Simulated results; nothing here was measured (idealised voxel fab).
process module | voxel local oxidation
cross-section cut | 210 nm wide | cells 5 nm
A cross-section is a grid of square cells, given in bands from the top down. A band is one or more rows of cells.
Each band's line starts with the height of the band's top and of its bottom, in nm. Then come its materials from left to right, each with its width in nm. One material with "throughout" fills the band from edge to edge. "air" is empty space.
Height 0 is the level under which the wafer as received is all one material. The lowest band goes on downwards, as in "0 down".
A width such as "30 to 40" changes by the same amount from each row of cells to the next, from the band's top row to its bottom row.
"no change" after a step means that no cell of the cross-section changed.
closed voids: empty space of 8 cells or more with no open way to the top, each as width x height at its distance from the left edge, in nm
after a step's settings: what the simulator itself notes on the step
overlay nm, on a step with a mask: how far to the right of its planned place the mask lay; to the left if negative
plan
1 op RECEIVE | material Si
2 op OXIDIZE | depth nm 5
3 op CONFORMAL_DEP | material SiN | thk nm 15
4 op MASKED_ETCH | tone cover | mask id ACTIVE | width nm 95 | etch materials SiN | depth nm 15 | overlay nm 0
5 op SELECTIVE_ETCH | etch materials SiO2 | depth nm 5
6 op OXIDIZE | depth nm 15
7 op STRIP | etch materials SiN
first wafer, as planned
as received, after step 1
  0 down: Si throughout
  closed voids: none
after step 2
  0 to -5: SiO2 throughout
  below -5: unchanged
after step 3
  15 to 0: SiN throughout
  below 0: unchanged
after step 4
  15 to 0: air 55 | SiN 95 | air 60
  below 0: unchanged
after step 5
  15 to 0: air 55 | SiN 95 | air 60
  0 to -5: air 60 | SiO2 85 | air 65
  below -5: unchanged
after step 6
  15 to 0: air 55 | SiN 95 | air 60
  0 to -5: air 60 | SiO2 85 | air 65
  -5 to -20: SiO2 75 | Si 55 | SiO2 80
  below -20: unchanged
after step 7
  0 to -5: air 60 | SiO2 85 | air 65
  below -5: unchanged
second wafer: like start, like plan, one mistake. Through step 5 it matches the first wafer
when step 6 should have ended
  15 to 0: air 55 | SiN 95 | air 60
  0 to -5: air 60 | SiO2 85 | air 65
  -5 to -20: SiO2 75 | Si 55 | SiO2 80
  below -20: unchanged
when step 7 should have ended
  0 to -5: air 60 | SiO2 85 | air 65
  below -5: unchanged
what went wrong: step 6 was run twice
at the end the two cross-sections are the same: no effect in what this model computes
